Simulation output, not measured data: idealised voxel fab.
Process module, titled voxel transistor to metal
Section shown: cut. Width: 280 nm. Cell size: 5 nm, square.
Just so we're on the same page, the cross-sections are grids of square cells, and they're listed out in bands top to bottom, each band one or more rows deep.
A band entry consists of two parts. The first gives the height of the band's top and the height of its bottom, in nm. The rest lists the band's materials from left to right, each with its width in nm. A single material labelled with the word "full width" fills the band from edge to edge, and the word "blank" marks empty space.
Height 0 is the level under which the wafer as received is all one material. The lowest band goes on downwards, as in "0 down".
Width "30->40": first value at the band's top row of cells, second value at its bottom row, equal change from row to row.
"no alteration", as given for a step, is the statement that not any cell of the cross-section underwent a change during that step.
Empty spaces without an open route to the top, at least 8 cells in extent, make up the entry "Enclosed void inventory"; each is given as width x height at distance, where the distance is measured from the left edge, and all are in nm.
Note: text after step settings on the step line = simulator remark on that step.
You can add "overlay nm" to a step's line. For a step with a mask, it describes how far the mask lay to the right of its planned position, and a negative number describes a lay to the left.
# Steps in the process plan
| 1 | op RECEIVE | material Si |
| 2 | op OXIDIZE | depth nm 5 |
| 3 | op CONFORMAL_DEP | material SiN | thk nm 15 |
| 4 | op MASKED_ETCH | tone cover | mask id ACTIVE | width nm 100 | pitch nm 130 | etch materials SiN | depth nm 15 | overlay nm 0 |
| 5 | op MASKED_ETCH | tone cover | mask id ACTIVE | width nm 100 | pitch nm 130 | etch materials SiO2 | depth nm 5 | overlay nm 0 |
| 6 | op MASKED_ETCH | tone cover | mask id ACTIVE | width nm 100 | pitch nm 130 | etch materials Si | depth nm 25 | overlay nm 0 |
| 7 | op OXIDIZE | depth nm 5 |
| 8 | op FILL_DEP | material SiO2 | thk nm 5 |
| 9 | op CMP | height nm 15 |
| 10 | op SELECTIVE_ETCH | etch materials SiO2 | depth nm 15 |
| 11 | op STRIP | etch materials SiN |
| 12 | op SELECTIVE_ETCH | etch materials SiO2 | depth nm 5 |
| 13 | op OXIDIZE | depth nm 5 |
| 14 | op DIRECTIONAL_DEP | material polySi | thk nm 20 |
| 15 | op DIRECTIONAL_DEP | material SiCN | thk nm 10 |
| 16 | op MASKED_ETCH | tone cover | mask id GATE | width nm 20 | pitch nm 130 | etch materials SiCN | depth nm 20 | overlay nm 0 |
| 17 | op MASKED_ETCH | tone cover | mask id GATE | width nm 20 | pitch nm 130 | etch materials polySi | depth nm 30 | overlay nm 0 |
| 18 | op CONFORMAL_DEP | material SiN | thk nm 5 |
| 19 | op DIRECTIONAL_ETCH | etch materials SiN | depth nm 5 |
| 20 | op DIRECTIONAL_ETCH | etch materials SiO2 | depth nm 5 |
| 21 | op EPI | material pSi | thk nm 5 |
| 22 | op FILL_DEP | material SiO2 | thk nm 10 |
| 23 | op CMP | height nm 25 |
| 24 | op DIRECTIONAL_DEP | material SiO2 | thk nm 10 |
| 25 | op DIRECTIONAL_DEP | material aC | thk nm 15 |
| 26 | op PATTERN | tone open | mask id CONTACT | material resist | width nm 30 | thk nm 30 | overlay nm 0 |
| 27 | op DIRECTIONAL_ETCH | etch materials aC | depth nm 15 |
| 28 | op STRIP | etch materials resist |
| 29 | op DIRECTIONAL_ETCH | etch materials SiO2 | depth nm 40 |
| 30 | op STRIP | etch materials aC |
| 31 | op CONFORMAL_DEP | material TiN | thk nm 5 |
| 32 | op FILL_DEP | material W | thk nm 10 |
| 33 | op CMP | height nm 35 |
| 34 | op CONFORMAL_DEP | material SiN | thk nm 5 |
| 35 | op DIRECTIONAL_DEP | material SiO2 | thk nm 15 |
| 36 | op DIRECTIONAL_DEP | material aC | thk nm 10 |
| 37 | op PATTERN | tone open | mask id METAL_1 | material resist | width nm 15 | thk nm 30 | overlay nm 0 |
| 38 | op DIRECTIONAL_ETCH | etch materials aC | depth nm 10 |
| 39 | op STRIP | etch materials resist |
| 40 | op DIRECTIONAL_ETCH | etch materials SiO2 | depth nm 15 |
| 41 | op DIRECTIONAL_ETCH | etch materials SiN | depth nm 5 |
| 42 | op STRIP | etch materials aC |
| 43 | op CONFORMAL_DEP | material TiN | thk nm 5 |
| 44 | op FILL_DEP | material Cu | thk nm 10 |
| 45 | op CMP | height nm 55 |
| 46 | op CONFORMAL_DEP | material SiN | thk nm 5 |
# Incoming wafer in cross-section (state: after step 1)
* 0 down: Si full width
* Enclosed void inventory: none
# Post-module cross-section of the first of two wafers (run per plan)
* 60 to 55: SiN full width
* 55 to 40: SiO2=30, TiN=5, Cu=5, TiN=5, SiO2=60, TiN=5, Cu=5, TiN=5, SiO2=40, TiN=5, Cu=5, TiN=5, SiO2=60, TiN=5, Cu=5, TiN=5, SiO2=30
* 40 to 35: SiN=30, TiN=15, SiN=60, TiN=15, SiN=40, TiN=15, SiN=60, TiN=15, SiN=30
* 35 to 25: SiO2=30, TiN=5, W=20, TiN=5, SiO2=30, TiN=5, W=20, TiN=5, SiO2=40, TiN=5, W=20, TiN=5, SiO2=30, TiN=5, W=20, TiN=5, SiO2=30
* 25 to 15: SiO2=30, TiN=5, W=20, TiN=5, SiN=5, SiCN=20, SiN=5, TiN=5, W=20, TiN=5, SiO2=40, TiN=5, W=20, TiN=5, SiN=5, SiCN=20, SiN=5, TiN=5, W=20, TiN=5, SiO2=30
* 15 to 0: SiO2=30, TiN=5, W=20, TiN=5, SiN=5, polySi=20, SiN=5, TiN=5, W=20, TiN=5, SiO2=40, TiN=5, W=20, TiN=5, SiN=5, polySi=20, SiN=5, TiN=5, W=20, TiN=5, SiO2=30
* 0 to -5: SiO2=30, TiN=30, SiN=5, polySi=20, SiN=5, TiN=30, SiO2=40, TiN=30, SiN=5, polySi=20, SiN=5, TiN=30, SiO2=30
* -5 to -10: SiO2=25, pSi=35, SiO2=30, pSi=35, SiO2=30, pSi=35, SiO2=30, pSi=35, SiO2=25
* -10 to -35: SiO2=30, Si=90, SiO2=40, Si=90, SiO2=30
* -35 down: Si full width
* Enclosed void inventory: none
# Second wafer cross-section at end of module - shared start and plan with the first, one mistake in the run
* 60 to 55: SiN full width
* 55 to 40: SiO2=30, TiN=5, Cu=5, TiN=5, SiO2=60, TiN=5, Cu=5, TiN=5, SiO2=40, TiN=5, Cu=5, TiN=5, SiO2=60, TiN=5, Cu=5, TiN=5, SiO2=30
* 40 to 35: SiN=30, TiN=15, SiN=60, TiN=15, SiN=40, TiN=15, SiN=60, TiN=15, SiN=30
* 35 to 25: SiO2=30, TiN=5, W=20, TiN=5, SiO2=30, TiN=5, W=20, TiN=5, SiO2=40, TiN=5, W=20, TiN=5, SiO2=30, TiN=5, W=20, TiN=5, SiO2=30
* 25 to 15: SiO2=30, TiN=5, W=20, TiN=5, SiN=5, SiCN=20, SiN=5, TiN=5, W=20, TiN=5, SiO2=40, TiN=5, W=20, TiN=5, SiN=5, SiCN=20, SiN=5, TiN=5, W=20, TiN=5, SiO2=30
* 15 to 0: SiO2=30, TiN=5, W=20, TiN=5, SiN=5, polySi=20, SiN=5, TiN=5, W=20, TiN=5, SiO2=40, TiN=5, W=20, TiN=5, SiN=5, polySi=20, SiN=5, TiN=5, W=20, TiN=5, SiO2=30
* 0 to -5: SiO2=30, TiN=30, SiN=5, polySi=20, SiN=5, TiN=30, SiO2=40, TiN=30, SiN=5, polySi=20, SiN=5, TiN=30, SiO2=30
* -5 to -10: SiO2=25, pSi=35, SiO2=30, pSi=35, SiO2=30, pSi=35, SiO2=30, pSi=35, SiO2=25
* -10 to -60: SiO2=30, Si=90, SiO2=40, Si=90, SiO2=30
* -60 down: Si full width
* Enclosed void inventory: none
Which mistake was made when the wafer was run? in the plan, step 6 was performed twice
The closing comparison, in cells, has the second wafer with more or fewer of some materials than the first: Si: 100 fewer, SiO2: 100 more
